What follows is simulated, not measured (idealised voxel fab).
process module | voxel air gaps
cross-section cut | 240 nm wide | cells 5 nm
A cross-section is a grid of square cells, given in bands from the top down. A band is one or more rows of cells.
Each band's line starts with the height of the band's top and of its bottom, in nm. Then come its materials from left to right, each with its width in nm. One material with "throughout" fills the band from edge to edge. "air" is empty space.
Height 0 is the level under which the wafer as received is all one material. The lowest band goes on downwards, as in "0 down".
A width such as "30 to 40" changes by the same amount from each row of cells to the next, from the band's top row to its bottom row.
"no change" after a step means that no cell of the cross-section changed.
closed voids: empty space of 8 cells or more with no open way to the top, each as width x height at its distance from the left edge, in nm
after a step's settings: what the simulator itself notes on the step
overlay nm, on a step with a mask: how far to the right of its planned place the mask lay; to the left if negative
Each pair below shows a cross-section before one step and the cross-section after it, down to the lowest band that changed. The line under each pair gives the step between them, with its settings. The pairs can come from different runs of this module on the same starting wafer, so a pair continues from the pair above only where its "before" says so.
before
  60 to 25: Ru 50 | TiN 5 | SiO2 25 | TiN 5 | Ru 15 | TiN 5 | SiO2 25 | TiN 5 | Ru 15 | TiN 5 | SiO2 25 | TiN 5 | Ru 55
  25 to 20: TiN 55 | SiO2 25 | TiN 25 | SiO2 25 | TiN 25 | SiO2 25 | TiN 60
  20 to 15: SiCN throughout
  15 to 0: SiO2 throughout
  0 down: Si throughout
  closed voids: none
after
  70 to 60: Ru 65 | air 5 | Ru 45 | air 5 | Ru 45 | air 5 | Ru 70
  below 60: unchanged
  closed voids: none
the step between: op EPI | material Ru | thk nm 10
before: the cross-section after the pair above
after
  70 to 60: Ru 65 | air 5 | Ru 45 | air 5 | Ru 45 | air 5 | Ru 70
  60 to 25: Ru 50 | TiN 5 | air 25 | TiN 5 | Ru 15 | TiN 5 | air 25 | TiN 5 | Ru 15 | TiN 5 | air 25 | TiN 5 | Ru 55
  25 to 20: TiN 55 | air 25 | TiN 25 | air 25 | TiN 25 | air 25 | TiN 60
  below 20: unchanged
  closed voids: none
the step between: op SELECTIVE_ETCH | etch materials SiO2 | depth nm 50
before: the cross-section after the pair above
after
  75 to 70: SiCN throughout
  70 to 60: Ru 65 | SiCN 5 | Ru 45 | SiCN 5 | Ru 45 | SiCN 5 | Ru 70
  60 to 55: Ru 50 | TiN 5 | SiCN 25 | TiN 5 | Ru 15 | TiN 5 | SiCN 25 | TiN 5 | Ru 15 | TiN 5 | SiCN 25 | TiN 5 | Ru 55
  55 to 25: Ru 50 | TiN 5 | SiCN 5 | air 15 | SiCN 5 | TiN 5 | Ru 15 | TiN 5 | SiCN 5 | air 15 | SiCN 5 | TiN 5 | Ru 15 | TiN 5 | SiCN 5 | air 15 | SiCN 5 | TiN 5 | Ru 55
  25 to 20: TiN 55 | SiCN 25 | TiN 25 | SiCN 25 | TiN 25 | SiCN 25 | TiN 60
  below 20: unchanged
  closed voids: 15 x 30 at 60; 15 x 30 at 110; 15 x 30 at 160
the step between: op CONFORMAL_DEP | material SiCN | thk nm 5
